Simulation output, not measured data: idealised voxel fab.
process module | voxel trench capacitor
The width of the displayed cross-section, cut, is 250 nm; its cells are square, with a size of 5 nm.
If you're reading a cross-section in this doc, picture square cells in a grid; it comes to you as bands, top ones listed first down to the bottom, and a band can be one or more rows of cells.
Read a band's entry like this: the first values are the height of its top and the height of its bottom in nm, and what follows is the sequence of materials from left to right, each with its width in nm. Note that "blank" is empty space, and that a single material marked "throughout" reaches across the band from edge to edge.
Heights are measured from 0, the level below which the as-received wafer is all one material; the lowest band has no bottom and continues downward, written as in "top 0, no bottom".
So if you see something like "30->40" for the width, read it as the top row of the band sitting at the first number and the bottom row at the second, with every row in between moving by the same amount as the last.
Step note "nothing changed" = no cross-section cell changed.
In the "Completely enclosed voids" entry, you get each enclosed empty space of 8 cells or more, one with no open way to the top, written width x height at distance, distance from the left edge, in nm.
Post-settings text on a step line: simulator's own remark regarding the step.
On any step carrying a mask, the "overlay nm" setting, if present on the step's line, tells how far right of its planned place the mask lay; negative values point to the left.

List of planned process steps:
1 RECEIVE with material Si
2 CONFORMAL_DEP with material SiN, thk nm 10
3 PATTERN with tone open, mask id TRENCH, material resist, width nm 30, pitch nm 55, thk nm 15, overlay nm 0
4 DIRECTIONAL_ETCH with etch materials SiN, depth nm 10
5 DIRECTIONAL_ETCH with etch materials Si, depth nm 40
6 STRIP with etch materials resist
7 CONFORMAL_DEP with material Al2O3, thk nm 5
8 CONFORMAL_DEP with material TiN, thk nm 5
9 FILL_DEP with material W, thk nm 5
10 CMP with height nm 10

The first of a set of two wafers, run to plan:

Step 1 complete: cross-section of the wafer as received:
    top 0, no bottom = Si throughout
    Completely enclosed voids: none

Step 2 done - wafer cross-section:
    top 10, bottom 0 = SiN throughout
    At heights below 0, the structure remains unaltered.

Step 3 done - wafer cross-section:
    top 25, bottom 10 = resist: 25 | blank: 30 | resist: 25 | blank: 30 | resist: 25 | blank: 30 | resist: 25 | blank: 30 | resist: 30
    At heights below 10, the structure remains unaltered.

Step 4 done - wafer cross-section:
    top 25, bottom 10 = resist: 25 | blank: 30 | resist: 25 | blank: 30 | resist: 25 | blank: 30 | resist: 25 | blank: 30 | resist: 30
    top 10, bottom 0 = SiN: 25 | blank: 30 | SiN: 25 | blank: 30 | SiN: 25 | blank: 30 | SiN: 25 | blank: 30 | SiN: 30
    At heights below 0, the structure remains unaltered.

Step 5 done - wafer cross-section:
    top 25, bottom 10 = resist: 25 | blank: 30 | resist: 25 | blank: 30 | resist: 25 | blank: 30 | resist: 25 | blank: 30 | resist: 30
    top 10, bottom 0 = SiN: 25 | blank: 30 | SiN: 25 | blank: 30 | SiN: 25 | blank: 30 | SiN: 25 | blank: 30 | SiN: 30
    top 0, bottom -40 = Si: 25 | blank: 30 | Si: 25 | blank: 30 | Si: 25 | blank: 30 | Si: 25 | blank: 30 | Si: 30
    At heights below -40, the structure remains unaltered.

Step 6 done - wafer cross-section:
    top 10, bottom 0 = SiN: 25 | blank: 30 | SiN: 25 | blank: 30 | SiN: 25 | blank: 30 | SiN: 25 | blank: 30 | SiN: 30
    At heights below 0, the structure remains unaltered.

Step 7 done - wafer cross-section:
    top 15, bottom 10 = Al2O3: 30 | blank: 20 | Al2O3: 35 | blank: 20 | Al2O3: 35 | blank: 20 | Al2O3: 35 | blank: 20 | Al2O3: 35
    top 10, bottom 0 = SiN: 25 | Al2O3: 5 | blank: 20 | Al2O3: 5 | SiN: 25 | Al2O3: 5 | blank: 20 | Al2O3: 5 | SiN: 25 | Al2O3: 5 | blank: 20 | Al2O3: 5 | SiN: 25 | Al2O3: 5 | blank: 20 | Al2O3: 5 | SiN: 30
    top 0, bottom -35 = Si: 25 | Al2O3: 5 | blank: 20 | Al2O3: 5 | Si: 25 | Al2O3: 5 | blank: 20 | Al2O3: 5 | Si: 25 | Al2O3: 5 | blank: 20 | Al2O3: 5 | Si: 25 | Al2O3: 5 | blank: 20 | Al2O3: 5 | Si: 30
    top -35, bottom -40 = Si: 25 | Al2O3: 30 | Si: 25 | Al2O3: 30 | Si: 25 | Al2O3: 30 | Si: 25 | Al2O3: 30 | Si: 30
    At heights below -40, the structure remains unaltered.

Step 8 done - wafer cross-section:
    top 20, bottom 15 = TiN: 35 | blank: 10 | TiN: 45 | blank: 10 | TiN: 45 | blank: 10 | TiN: 45 | blank: 10 | TiN: 40
    top 15, bottom 10 = Al2O3: 30 | TiN: 5 | blank: 10 | TiN: 5 | Al2O3: 35 | TiN: 5 | blank: 10 | TiN: 5 | Al2O3: 35 | TiN: 5 | blank: 10 | TiN: 5 | Al2O3: 35 | TiN: 5 | blank: 10 | TiN: 5 | Al2O3: 35
    top 10, bottom 0 = SiN: 25 | Al2O3: 5 | TiN: 5 | blank: 10 | TiN: 5 | Al2O3: 5 | SiN: 25 | Al2O3: 5 | TiN: 5 | blank: 10 | TiN: 5 | Al2O3: 5 | SiN: 25 | Al2O3: 5 | TiN: 5 | blank: 10 | TiN: 5 | Al2O3: 5 | SiN: 25 | Al2O3: 5 | TiN: 5 | blank: 10 | TiN: 5 | Al2O3: 5 | SiN: 30
    top 0, bottom -30 = Si: 25 | Al2O3: 5 | TiN: 5 | blank: 10 | TiN: 5 | Al2O3: 5 | Si: 25 | Al2O3: 5 | TiN: 5 | blank: 10 | TiN: 5 | Al2O3: 5 | Si: 25 | Al2O3: 5 | TiN: 5 | blank: 10 | TiN: 5 | Al2O3: 5 | Si: 25 | Al2O3: 5 | TiN: 5 | blank: 10 | TiN: 5 | Al2O3: 5 | Si: 30
    top -30, bottom -35 = Si: 25 | Al2O3: 5 | TiN: 20 | Al2O3: 5 | Si: 25 | Al2O3: 5 | TiN: 20 | Al2O3: 5 | Si: 25 | Al2O3: 5 | TiN: 20 | Al2O3: 5 | Si: 25 | Al2O3: 5 | TiN: 20 | Al2O3: 5 | Si: 30
    At heights below -35, the structure remains unaltered.

Step 9 done - wafer cross-section:
    top 25, bottom 20 = W throughout
    top 20, bottom 15 = TiN: 35 | W: 10 | TiN: 45 | W: 10 | TiN: 45 | W: 10 | TiN: 45 | W: 10 | TiN: 40
    top 15, bottom 10 = Al2O3: 30 | TiN: 5 | W: 10 | TiN: 5 | Al2O3: 35 | TiN: 5 | W: 10 | TiN: 5 | Al2O3: 35 | TiN: 5 | W: 10 | TiN: 5 | Al2O3: 35 | TiN: 5 | W: 10 | TiN: 5 | Al2O3: 35
    top 10, bottom 0 = SiN: 25 | Al2O3: 5 | TiN: 5 | W: 10 | TiN: 5 | Al2O3: 5 | SiN: 25 | Al2O3: 5 | TiN: 5 | W: 10 | TiN: 5 | Al2O3: 5 | SiN: 25 | Al2O3: 5 | TiN: 5 | W: 10 | TiN: 5 | Al2O3: 5 | SiN: 25 | Al2O3: 5 | TiN: 5 | W: 10 | TiN: 5 | Al2O3: 5 | SiN: 30
    top 0, bottom -30 = Si: 25 | Al2O3: 5 | TiN: 5 | W: 10 | TiN: 5 | Al2O3: 5 | Si: 25 | Al2O3: 5 | TiN: 5 | W: 10 | TiN: 5 | Al2O3: 5 | Si: 25 | Al2O3: 5 | TiN: 5 | W: 10 | TiN: 5 | Al2O3: 5 | Si: 25 | Al2O3: 5 | TiN: 5 | W: 10 | TiN: 5 | Al2O3: 5 | Si: 30
    At heights below -30, the structure remains unaltered.

Step 10 done - wafer cross-section:
    top 10, bottom 0 = SiN: 25 | Al2O3: 5 | TiN: 5 | W: 10 | TiN: 5 | Al2O3: 5 | SiN: 25 | Al2O3: 5 | TiN: 5 | W: 10 | TiN: 5 | Al2O3: 5 | SiN: 25 | Al2O3: 5 | TiN: 5 | W: 10 | TiN: 5 | Al2O3: 5 | SiN: 25 | Al2O3: 5 | TiN: 5 | W: 10 | TiN: 5 | Al2O3: 5 | SiN: 30
    At heights below 0, the structure remains unaltered.

Companion wafer, the second of two: same beginning, same intended sequence, one mistake in carrying it out; through step 7 inclusive it tracks the first exactly:

Second wafer, sectioned view, at step 8's planned end time:
    top 20, bottom 15 = SiN: 35 | blank: 10 | SiN: 45 | blank: 10 | SiN: 45 | blank: 10 | SiN: 45 | blank: 10 | SiN: 40
    top 15, bottom 10 = Al2O3: 30 | SiN: 5 | blank: 10 | SiN: 5 | Al2O3: 35 | SiN: 5 | blank: 10 | SiN: 5 | Al2O3: 35 | SiN: 5 | blank: 10 | SiN: 5 | Al2O3: 35 | SiN: 5 | blank: 10 | SiN: 5 | Al2O3: 35
    top 10, bottom 0 = SiN: 25 | Al2O3: 5 | SiN: 5 | blank: 10 | SiN: 5 | Al2O3: 5 | SiN: 25 | Al2O3: 5 | SiN: 5 | blank: 10 | SiN: 5 | Al2O3: 5 | SiN: 25 | Al2O3: 5 | SiN: 5 | blank: 10 | SiN: 5 | Al2O3: 5 | SiN: 25 | Al2O3: 5 | SiN: 5 | blank: 10 | SiN: 5 | Al2O3: 5 | SiN: 30
    top 0, bottom -30 = Si: 25 | Al2O3: 5 | SiN: 5 | blank: 10 | SiN: 5 | Al2O3: 5 | Si: 25 | Al2O3: 5 | SiN: 5 | blank: 10 | SiN: 5 | Al2O3: 5 | Si: 25 | Al2O3: 5 | SiN: 5 | blank: 10 | SiN: 5 | Al2O3: 5 | Si: 25 | Al2O3: 5 | SiN: 5 | blank: 10 | SiN: 5 | Al2O3: 5 | Si: 30
    top -30, bottom -35 = Si: 25 | Al2O3: 5 | SiN: 20 | Al2O3: 5 | Si: 25 | Al2O3: 5 | SiN: 20 | Al2O3: 5 | Si: 25 | Al2O3: 5 | SiN: 20 | Al2O3: 5 | Si: 25 | Al2O3: 5 | SiN: 20 | Al2O3: 5 | Si: 30
    At heights below -35, the structure remains unaltered.

Second wafer, sectioned view, at step 9's planned end time:
    top 25, bottom 20 = W throughout
    top 20, bottom 15 = SiN: 35 | W: 10 | SiN: 45 | W: 10 | SiN: 45 | W: 10 | SiN: 45 | W: 10 | SiN: 40
    top 15, bottom 10 = Al2O3: 30 | SiN: 5 | W: 10 | SiN: 5 | Al2O3: 35 | SiN: 5 | W: 10 | SiN: 5 | Al2O3: 35 | SiN: 5 | W: 10 | SiN: 5 | Al2O3: 35 | SiN: 5 | W: 10 | SiN: 5 | Al2O3: 35
    top 10, bottom 0 = SiN: 25 | Al2O3: 5 | SiN: 5 | W: 10 | SiN: 5 | Al2O3: 5 | SiN: 25 | Al2O3: 5 | SiN: 5 | W: 10 | SiN: 5 | Al2O3: 5 | SiN: 25 | Al2O3: 5 | SiN: 5 | W: 10 | SiN: 5 | Al2O3: 5 | SiN: 25 | Al2O3: 5 | SiN: 5 | W: 10 | SiN: 5 | Al2O3: 5 | SiN: 30
    top 0, bottom -30 = Si: 25 | Al2O3: 5 | SiN: 5 | W: 10 | SiN: 5 | Al2O3: 5 | Si: 25 | Al2O3: 5 | SiN: 5 | W: 10 | SiN: 5 | Al2O3: 5 | Si: 25 | Al2O3: 5 | SiN: 5 | W: 10 | SiN: 5 | Al2O3: 5 | Si: 25 | Al2O3: 5 | SiN: 5 | W: 10 | SiN: 5 | Al2O3: 5 | Si: 30
    At heights below -30, the structure remains unaltered.

Second wafer, sectioned view, at step 10's planned end time:
    top 10, bottom 0 = SiN: 25 | Al2O3: 5 | SiN: 5 | W: 10 | SiN: 5 | Al2O3: 5 | SiN: 25 | Al2O3: 5 | SiN: 5 | W: 10 | SiN: 5 | Al2O3: 5 | SiN: 25 | Al2O3: 5 | SiN: 5 | W: 10 | SiN: 5 | Al2O3: 5 | SiN: 25 | Al2O3: 5 | SiN: 5 | W: 10 | SiN: 5 | Al2O3: 5 | SiN: 30
    At heights below 0, the structure remains unaltered.
Short version of what went wrong: step 8 did not happen as planned, as run it was CONFORMAL_DEP with material SiN, thk nm 5
Per the end-of-run cell counts, the second wafer holds more or fewer of some materials than the first: +80 SiN; -80 TiN
